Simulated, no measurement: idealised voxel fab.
Proc. module: voxel lift off
Square cell edge 5 nm, section width 295 nm, ID cut.
We lay out every cross-section as a grid of square cells and spell it out in bands from the top down, where one band means one or more rows of cells.
What a band's entry tells you: where the top is and where the bottom is, as heights in nm, and after that what lies inside, material by material from left to right, each with its width in nm. Empty space is written as the word "blank", and a single material marked with the word "throughout" occupies the band from edge to edge.
For the purposes of this specification, 0 denotes the height below which the wafer in its as-received condition is composed wholly of one material, and the lowermost band, lacking a lower limit, extends downward without end, as expressed in "0 nm and below".
You'd read "30 to 40" like this: the band's top row of cells is as wide as the first number, its bottom row is as wide as the second, and going down, every row changes width by the same amount as the row before did.
Key: "stayed the same" - step with no changed cell in the cross-section.
This entry, "Completely sealed voids", enumerates those empty regions of no fewer than 8 cells that possess no open connection to the top. Each region is reported in the form width x height at distance, the distance being taken from the left edge, with all three quantities expressed in nm.
Anything after a step's settings on that line? It's the simulator's own note about the step.
overlay nm: mask right of planned place by this much (step with mask). Neg. = left.
## This section lists the process steps that were planned
| 1 | RECEIVE with material Si |
| 2 | CONFORMAL_DEP with material SiN, thk nm 10 |
| 3 | PATTERN with tone open, mask id LINES, material resist, width nm 20, pitch nm 40, thk nm 25, overlay nm 0 |
| 4 | DIRECTIONAL_DEP with material Ru, thk nm 15 |
| 5 | STRIP with etch materials resist |
| 6 | CONFORMAL_DEP with material SiN, thk nm 10 |
## Cross-section of the wafer at receipt, which is the condition after step 1
0 nm and below | Si throughout
Completely sealed voids: none
## Module complete - cross-section of the first of two wafers, run according to plan
35 nm to 25 nm | blank 105 | SiN 80 | blank 110
25 nm to 20 nm | blank 105 | SiN 10 | Ru 20 | SiN 20 | Ru 20 | SiN 10 | blank 110
20 nm to 10 nm | SiN 115 | Ru 20 | SiN 20 | Ru 20 | SiN 120
10 nm to 0 nm | SiN throughout
0 nm and below | Si throughout
Completely sealed voids: none
## Same start, same plan as the first wafer - but one mistake in the run. Cross-section of the second of the two at the end of the module
35 nm to 25 nm | blank 95 | SiN 80 | blank 120
25 nm to 20 nm | blank 95 | SiN 10 | Ru 20 | SiN 20 | Ru 20 | SiN 10 | blank 120
20 nm to 10 nm | SiN 105 | Ru 20 | SiN 20 | Ru 20 | SiN 130
10 nm to 0 nm | SiN throughout
0 nm and below | Si throughout
Completely sealed voids: none
Finding, execution versus plan: heads up, step 3 didn't go per plan, it actually ran as PATTERN with tone open, mask id LINES, material resist, width nm 20, pitch nm 40, thk nm 25, overlay nm -10
Final wafers compared: equal cell tally per material, rearranged layout.
